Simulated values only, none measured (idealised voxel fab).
This is a process module. Its name is voxel quadruple lines.
We display cut, a cross-section 215 nm in width whose square cells are each 5 nm.
In this document a cross-section is written as a grid of square cells. It is given as a series of bands, listed from the top down, and a band is one or more rows of cells.
For a band, the entry starts with two heights in nm, that of the top and then that of the bottom, and carries on with the band's materials in order from left to right, each alongside its width in nm; the word "edge to edge" beside a single material means it fills the band edge to edge, and "air" means empty space.
Beneath 0, the wafer as received is one material, and that level is where height counting begins. The lowest band goes on downward without a bottom; it is written like "0..down".
Per-row width for "30->40": begins at first number (top row of band), ends at second number (bottom row), increment between rows held constant.
Given "remains unaltered" for a step, no cell of the cross-section differs between before and after that step.
Listed in "Voids, sealed": every empty space of 8 or more cells without an open way to the top. Form: width x height at distance, the distance being from the left edge, all in nm.
after a step's settings: what the simulator itself notes on the step
overlay nm: right-of-plan distance of the mask on a masked step; negative values mean left-of-plan.
**Steps planned for the process**
1. RECEIVE, material Si
2. CONFORMAL_DEP, material SiO2, thk nm 10
3. DIRECTIONAL_DEP, material Ru, thk nm 15
4. DIRECTIONAL_DEP, material polySi, thk nm 20
5. DIRECTIONAL_DEP, material aC, thk nm 25
6. PATTERN, tone cover, mask id MANDREL, material resist, width nm 20, pitch nm 60, thk nm 35, overlay nm -15
7. DIRECTIONAL_ETCH, etch materials aC, depth nm 25
8. STRIP, etch materials resist
9. CONFORMAL_DEP, material SiO2, thk nm 10
10. DIRECTIONAL_ETCH, etch materials SiO2, depth nm 10
11. STRIP, etch materials aC
12. DIRECTIONAL_ETCH, etch materials polySi, depth nm 20
13. STRIP, etch materials SiO2
14. CONFORMAL_DEP, material SiN, thk nm 5
15. DIRECTIONAL_ETCH, etch materials SiN, depth nm 5
16. STRIP, etch materials polySi
17. DIRECTIONAL_ETCH, etch materials Ru, depth nm 15
18. STRIP, etch materials SiN
Quick note for whoever runs this: the wafers start identical, but the overlay nm at step 6 isn't the same across them. The plan just shows what the first wafer had.
**As received, i.e. after step 1: cross-section through the first of several wafers**
- 0..down = Si edge to edge
- Voids, sealed: none
**Post step 18, the closing step of the module: first of several wafers, cross-sectioned**
- 25..10 = 35 nm air / 5 nm Ru / 10 nm air / 5 nm Ru / 10 nm air / 5 nm Ru / 10 nm air / 5 nm Ru / 10 nm air / 5 nm Ru / 10 nm air / 5 nm Ru / 10 nm air / 5 nm Ru / 10 nm air / 5 nm Ru / 70 nm air
- 10..0 = SiO2 edge to edge
- 0..down = Si edge to edge
- Voids, sealed: none
**A cross-section through the last wafer at the close of the module**
- 25..10 = 65 nm air / 5 nm Ru / 10 nm air / 5 nm Ru / 10 nm air / 5 nm Ru / 10 nm air / 5 nm Ru / 10 nm air / 5 nm Ru / 10 nm air / 5 nm Ru / 10 nm air / 5 nm Ru / 10 nm air / 5 nm Ru / 40 nm air
- 10..0 = SiO2 edge to edge
- 0..down = Si edge to edge
- Voids, sealed: none
**Table: wafers, a row each; end-of-module cell change per material since receipt, gain (+), loss (-); then closed voids**
overlay nm -15 | +24 Ru | +86 SiO2 | Voids, sealed: none
overlay nm -10 | +24 Ru | +86 SiO2 | Voids, sealed: none
overlay nm -5 | +24 Ru | +86 SiO2 | Voids, sealed: none
overlay nm 0 | +24 Ru | +86 SiO2 | Voids, sealed: none
overlay nm 5 | +24 Ru | +86 SiO2 | Voids, sealed: none
overlay nm 10 | +24 Ru | +86 SiO2 | Voids, sealed: none
overlay nm 15 | +24 Ru | +86 SiO2 | Voids, sealed: none
